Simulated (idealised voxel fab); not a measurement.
The following process module bears the name voxel wiring stack.
Xsec cut, 210 nm wide, square cell size 5 nm.
Cross-section spec: square-cell grid; bands listed top down; each band is one or more rows.
Top, bottom (nm), then materials left to right with widths (nm); lone material tagged "everywhere" fills the whole band edge to edge; "blank" = empty space.
Ref level 0: as-received wafer is one material below here. Bottom band extends down with no lower bound ("0 -> down").
It should be noted that a width expressed as "30 to 40" varies in equal increments from row to row of cells within the band, taking the value of the first number at the top row and that of the second number at the bottom row.
Any step labelled "no change occurred" changed none of the cells in the cross-section.
If an empty space has no open way to the top and is at least 8 cells in size, "Enclosed cavities" lists it, written width x height at distance, where distance is measured from the left edge and every value is in nm.
Heads up: the bit after the settings on a step's line is the simulator's remark on that step.
Steps that use a mask can have "overlay nm" on their line. It says how far the mask sat to the right of where it was meant to be. Negative means to the left.
# Steps planned for the process
| 1 | RECEIVE [material Si] |
| 2 | CONFORMAL_DEP [material SiO2] [thk nm 10] |
| 3 | DIRECTIONAL_DEP [material TiN] [thk nm 5] |
| 4 | DIRECTIONAL_DEP [material W] [thk nm 25] |
| 5 | DIRECTIONAL_DEP [material aC] [thk nm 15] |
| 6 | PATTERN [tone cover] [mask id METAL_1] [material resist] [width nm 20] [pitch nm 45] [thk nm 35] [overlay nm 0] |
| 7 | DIRECTIONAL_ETCH [etch materials aC] [depth nm 15] |
| 8 | STRIP [etch materials resist] |
| 9 | DIRECTIONAL_ETCH [etch materials W] [depth nm 25] |
| 10 | DIRECTIONAL_ETCH [etch materials TiN] [depth nm 5] |
| 11 | STRIP [etch materials aC] |
| 12 | CONFORMAL_DEP [material SiN] [thk nm 5] |
| 13 | FILL_DEP [material lowk] [thk nm 5] |
| 14 | CMP [height nm 40] |
| 15 | CONFORMAL_DEP [material SiCN] [thk nm 5] |
| 16 | DIRECTIONAL_DEP [material lowk] [thk nm 15] |
| 17 | MASKED_ETCH [tone open] [mask id PLUG_1] [width nm 15] [pitch nm 45] [etch materials lowk] [depth nm 15] [overlay nm 0] |
| 18 | MASKED_ETCH [tone open] [mask id PLUG_1] [width nm 15] [pitch nm 45] [etch materials SiCN] [depth nm 5] [overlay nm 0] |
| 19 | CONFORMAL_DEP [material TiN] [thk nm 5] |
| 20 | FILL_DEP [material Ru] [thk nm 5] |
| 21 | CMP [height nm 60] |
| 22 | DIRECTIONAL_DEP [material TiN] [thk nm 5] |
| 23 | DIRECTIONAL_DEP [material W] [thk nm 20] |
| 24 | PATTERN [tone cover] [mask id METAL_2] [material resist] [width nm 20] [pitch nm 45] [thk nm 15] [overlay nm 0] |
| 25 | DIRECTIONAL_ETCH [etch materials W] [depth nm 20] |
| 26 | DIRECTIONAL_ETCH [etch materials TiN] [depth nm 5] |
| 27 | STRIP [etch materials resist] |
| 28 | CONFORMAL_DEP [material SiN] [thk nm 5] |
| 29 | FILL_DEP [material SiO2] [thk nm 5] |
| 30 | CMP [height nm 85] |
| 31 | CONFORMAL_DEP [material SiN] [thk nm 5] |
# Cross-section of the incoming wafer, state after step 1
	0 -> down = Si everywhere
	Enclosed cavities: none
# Starting structure and process plan are as shown above, but one mistake was made in running the module; the wafer cross-section at the end of the module follows
	80 -> 75 = SiN everywhere
	75 -> 65 = 20 nm SiO2  5 nm SiN  20 nm W  5 nm SiN  15 nm SiO2  5 nm SiN  20 nm W  5 nm SiN  15 nm SiO2  5 nm SiN  20 nm W  5 nm SiN  15 nm SiO2  5 nm SiN  20 nm W  5 nm SiN  25 nm SiO2
	65 -> 60 = 25 nm SiN  20 nm TiN  25 nm SiN  20 nm TiN  25 nm SiN  20 nm TiN  25 nm SiN  20 nm TiN  30 nm SiN
	60 -> 45 = 25 nm lowk  5 nm TiN  5 nm Ru  5 nm TiN  30 nm lowk  5 nm TiN  5 nm Ru  5 nm TiN  30 nm lowk  5 nm TiN  5 nm Ru  5 nm TiN  30 nm lowk  5 nm TiN  5 nm Ru  5 nm TiN  35 nm lowk
	45 -> 40 = 25 nm SiCN  15 nm TiN  30 nm SiCN  15 nm TiN  30 nm SiCN  15 nm TiN  30 nm SiCN  15 nm TiN  35 nm SiCN
	40 -> 15 = 20 nm lowk  5 nm SiN  20 nm W  5 nm SiN  15 nm lowk  5 nm SiN  20 nm W  5 nm SiN  15 nm lowk  5 nm SiN  20 nm W  5 nm SiN  15 nm lowk  5 nm SiN  20 nm W  5 nm SiN  25 nm lowk
	15 -> 10 = 25 nm SiN  20 nm TiN  25 nm SiN  20 nm TiN  25 nm SiN  20 nm TiN  25 nm SiN  20 nm TiN  30 nm SiN
	10 -> 0 = SiO2 everywhere
	0 -> down = Si everywhere
	Enclosed cavities: none
what went wrong: so step 30 ended up running with a different setting than we planned, it ran as CMP [height nm 75]
